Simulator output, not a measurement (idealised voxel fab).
Documented hereafter: the process module known as voxel tone inversion.
Cross-section cut: width 295 nm, square cells of 5 nm.
Just so we're on the same page, the cross-sections are grids of square cells, and they're listed out in bands top to bottom, each band one or more rows deep. Heads up on the band format: heights come first, top then bottom, in nm. After that it's the materials left to right, each with its width in nm. A single material flagged "throughout" fills the whole band edge to edge, and "blank" means there's empty space there. Height reference: 0 = level under which incoming wafer is all one material. Lowest band: no bottom, runs on downward, e.g. "0 down". When a width is written as two numbers, as in "30 to 40", the first number is the width in the top row of cells of the band and the second is the width in its bottom row, and the width changes by the same amount from each row to the next. Where a step carries "no alteration", the cross-section came out of it unchanged, cell for cell. Entry "Voids lacking openings". Content: empty spaces with no open connection to the top, size 8 cells or greater. Each: width x height at distance. Distance: from left edge. Unit: nm. Past the settings on a step's line: simulator remark, on that step. "overlay nm" on a masked step: distance the mask lay right of its planned place, negative for left.

## List of planned process steps
1. RECEIVE, material Si
2. CONFORMAL_DEP, material SiN, thk nm 5
3. DIRECTIONAL_DEP, material aC, thk nm 20
4. PATTERN, tone cover, mask id POSTS, material resist, width nm 25, pitch nm 50, thk nm 30, overlay nm 0
5. DIRECTIONAL_ETCH, etch materials aC, depth nm 20
6. STRIP, etch materials resist
7. FILL_DEP, material SiO2, thk nm 5
8. CMP, height nm 25
9. STRIP, etch materials aC

## First of two wafers, with the run carried out as planned

## as received, after step 1
	0 down: Si throughout
	Voids lacking openings: none

## Once step 2 is through, the wafer looks like this in cross-section
	5 to 0: SiN throughout
	Under 0: no change, same as before.

## Once step 3 is through, the wafer looks like this in cross-section
	25 to 5: aC throughout
	Under 5: no change, same as before.

## Once step 4 is through, the wafer looks like this in cross-section
	55 to 25: blank: 60  resist: 25  blank: 25  resist: 25  blank: 25  resist: 25  blank: 25  resist: 25  blank: 60
	Under 25: no change, same as before.

## Once step 5 is through, the wafer looks like this in cross-section
	35 to 25: blank: 60  resist: 25  blank: 25  resist: 25  blank: 25  resist: 25  blank: 25  resist: 25  blank: 60
	25 to 5: blank: 60  aC: 25  blank: 25  aC: 25  blank: 25  aC: 25  blank: 25  aC: 25  blank: 60
	Under 5: no change, same as before.

## Once step 6 is through, the wafer looks like this in cross-section
	25 to 5: blank: 60  aC: 25  blank: 25  aC: 25  blank: 25  aC: 25  blank: 25  aC: 25  blank: 60
	Under 5: no change, same as before.

## Once step 7 is through, the wafer looks like this in cross-section
	30 to 25: SiO2 throughout
	25 to 5: SiO2: 60  aC: 25  SiO2: 25  aC: 25  SiO2: 25  aC: 25  SiO2: 25  aC: 25  SiO2: 60
	Under 5: no change, same as before.

## Once step 8 is through, the wafer looks like this in cross-section
	25 to 5: SiO2: 60  aC: 25  SiO2: 25  aC: 25  SiO2: 25  aC: 25  SiO2: 25  aC: 25  SiO2: 60
	Under 5: no change, same as before.

## Once step 9 is through, the wafer looks like this in cross-section
	25 to 5: SiO2: 60  blank: 25  SiO2: 25  blank: 25  SiO2: 25  blank: 25  SiO2: 25  blank: 25  SiO2: 60
	Under 5: no change, same as before.

## Companion wafer, the second of two: same beginning, same intended sequence, one mistake in carrying it out; through step 3 inclusive it tracks the first exactly

## Cross-sectional representation of the second wafer at the time designated in the plan for the completion of step 4
	55 to 25: resist: 60  blank: 25  resist: 25  blank: 25  resist: 25  blank: 25  resist: 25  blank: 25  resist: 60
	Under 25: no change, same as before.

## Cross-sectional representation of the second wafer at the time designated in the plan for the completion of step 5
	35 to 25: resist: 60  blank: 25  resist: 25  blank: 25  resist: 25  blank: 25  resist: 25  blank: 25  resist: 60
	25 to 5: aC: 60  blank: 25  aC: 25  blank: 25  aC: 25  blank: 25  aC: 25  blank: 25  aC: 60
	Under 5: no change, same as before.

## Cross-sectional representation of the second wafer at the time designated in the plan for the completion of step 6
	25 to 5: aC: 60  blank: 25  aC: 25  blank: 25  aC: 25  blank: 25  aC: 25  blank: 25  aC: 60
	Under 5: no change, same as before.

## Cross-sectional representation of the second wafer at the time designated in the plan for the completion of step 7
	30 to 25: SiO2 throughout
	25 to 5: aC: 60  SiO2: 25  aC: 25  SiO2: 25  aC: 25  SiO2: 25  aC: 25  SiO2: 25  aC: 60
	Under 5: no change, same as before.

## Cross-sectional representation of the second wafer at the time designated in the plan for the completion of step 8
	25 to 5: aC: 60  SiO2: 25  aC: 25  SiO2: 25  aC: 25  SiO2: 25  aC: 25  SiO2: 25  aC: 60
	Under 5: no change, same as before.

## Cross-sectional representation of the second wafer at the time designated in the plan for the completion of step 9
	25 to 5: blank: 60  SiO2: 25  blank: 25  SiO2: 25  blank: 25  SiO2: 25  blank: 25  SiO2: 25  blank: 60
	Under 5: no change, same as before.
Heads up, the wafer didn't run the way we planned it: step 4 off recipe, ran as PATTERN, tone open, mask id POSTS, material resist, width nm 25, pitch nm 50, thk nm 30, overlay nm 0
Bottom line after processing is that, in cells, the second wafer is up or down on some materials versus the first: 76 fewer of SiO2
